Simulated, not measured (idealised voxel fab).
The name of this process module is voxel capacitor over wiring.
We display cut, a cross-section 290 nm in width whose square cells are each 5 nm.
Cross-section layout: square cells on a grid; listed as bands, top to bottom; a band spans one or more cell rows.
Heads up on the band format: heights come first, top then bottom, in nm. After that it's the materials left to right, each with its width in nm. A single material flagged "everywhere" fills the whole band edge to edge, and "empty" means there's empty space there.
Heights are expressed relative to 0, this being the level below which the as-received wafer comprises one material exclusively. The lowest band is unbounded in the downward direction and is denoted as in "top 0, no bottom".
Graded width ("30..40"): value in top row of band = first number; value in bottom row = second number; row-to-row change constant.
Basically "no alteration" means that step didn't change any cell in the cross-section.
Voids not open to the top, 8 cells minimum: see "Sealed cavities". Written width x height at distance; distance is from the left edge; nm.
The remark found on a step's line after its settings is issued by the simulator itself and pertains to that step.
When a step includes a mask, the "overlay nm" setting on its line states how far to the right of its planned place that mask lay, and negative values state how far to the left.
# List of planned process steps
1,RECEIVE,material Si
2,CONFORMAL_DEP,material SiO2,thk nm 15
3,CONFORMAL_DEP,material SiN,thk nm 5
4,DIRECTIONAL_DEP,material SiO2,thk nm 25
5,PATTERN,tone open,mask id METAL_1,material resist,width nm 30,pitch nm 100,thk nm 20,overlay nm 0
6,DIRECTIONAL_ETCH,etch materials SiO2,depth nm 25
7,DIRECTIONAL_ETCH,etch materials SiN,depth nm 5
8,STRIP,etch materials resist
9,CONFORMAL_DEP,material TiN,thk nm 5
10,FILL_DEP,material Cu,thk nm 10
11,CMP,height nm 45
12,CONFORMAL_DEP,material SiCN,thk nm 5
13,DIRECTIONAL_DEP,material SiO2,thk nm 15
14,MASKED_ETCH,tone open,mask id PLUG_1,width nm 15,etch materials SiO2,depth nm 15,overlay nm 0
15,MASKED_ETCH,tone open,mask id PLUG_1,width nm 15,etch materials SiCN,depth nm 5,overlay nm 0
16,CONFORMAL_DEP,material TiN,thk nm 5
17,FILL_DEP,material Cu,thk nm 10
18,CMP,height nm 65
19,DIRECTIONAL_DEP,material TiN,thk nm 10
20,DIRECTIONAL_DEP,material Al2O3,thk nm 5
21,DIRECTIONAL_DEP,material TiN,thk nm 10
22,MASKED_ETCH,tone cover,mask id UPPER_PLATE,width nm 75,etch materials TiN,depth nm 10,overlay nm 0
23,MASKED_ETCH,tone cover,mask id UPPER_PLATE,width nm 75,etch materials Al2O3,depth nm 5,overlay nm 0
24,MASKED_ETCH,tone cover,mask id LOWER_PLATE,width nm 85,etch materials TiN,depth nm 10,overlay nm 0
25,FILL_DEP,material SiO2,thk nm 20
26,CMP,height nm 105
27,PATTERN,tone open,mask id PLUG_2,material resist,width nm 15,thk nm 20,overlay nm 0
28,DIRECTIONAL_ETCH,etch materials SiO2,depth nm 15
29,STRIP,etch materials resist
30,CONFORMAL_DEP,material TiN,thk nm 5
31,FILL_DEP,material W,thk nm 5
32,CMP,height nm 105
33,CONFORMAL_DEP,material SiCN,thk nm 5
# Received-state cross-section, reflecting completion of step 1
	top 0, no bottom | Si everywhere
	Sealed cavities: none
# Cross-section, end of module. Start: as above. Plan: as above. Execution: one mistake
	top 110, bottom 105 | SiCN everywhere
	top 105, bottom 100 | SiO2 (105) / TiN (5) / W (5) / TiN (5) / SiO2 (170)
	top 100, bottom 95 | SiO2 (105) / TiN (15) / SiO2 (170)
	top 95, bottom 85 | SiO2 (95) / TiN (75) / SiO2 (120)
	top 85, bottom 80 | SiO2 (90) / TiN (85) / SiO2 (115)
	top 80, bottom 75 | Al2O3 everywhere
	top 75, bottom 65 | TiN everywhere
	top 65, bottom 50 | SiO2 (95) / TiN (5) / Cu (5) / TiN (5) / SiO2 (180)
	top 50, bottom 45 | SiCN (95) / TiN (15) / SiCN (180)
	top 45, bottom 20 | SiO2 (80) / TiN (5) / Cu (20) / TiN (5) / SiO2 (70) / TiN (5) / Cu (20) / TiN (5) / SiO2 (80)
	top 20, bottom 15 | SiN (80) / TiN (30) / SiN (70) / TiN (30) / SiN (80)
	top 15, bottom 0 | SiO2 everywhere
	top 0, no bottom | Si everywhere
	Sealed cavities: none
Plan not followed: contrary to plan, step 21 was performed as DIRECTIONAL_DEP,material TiN,thk nm 15
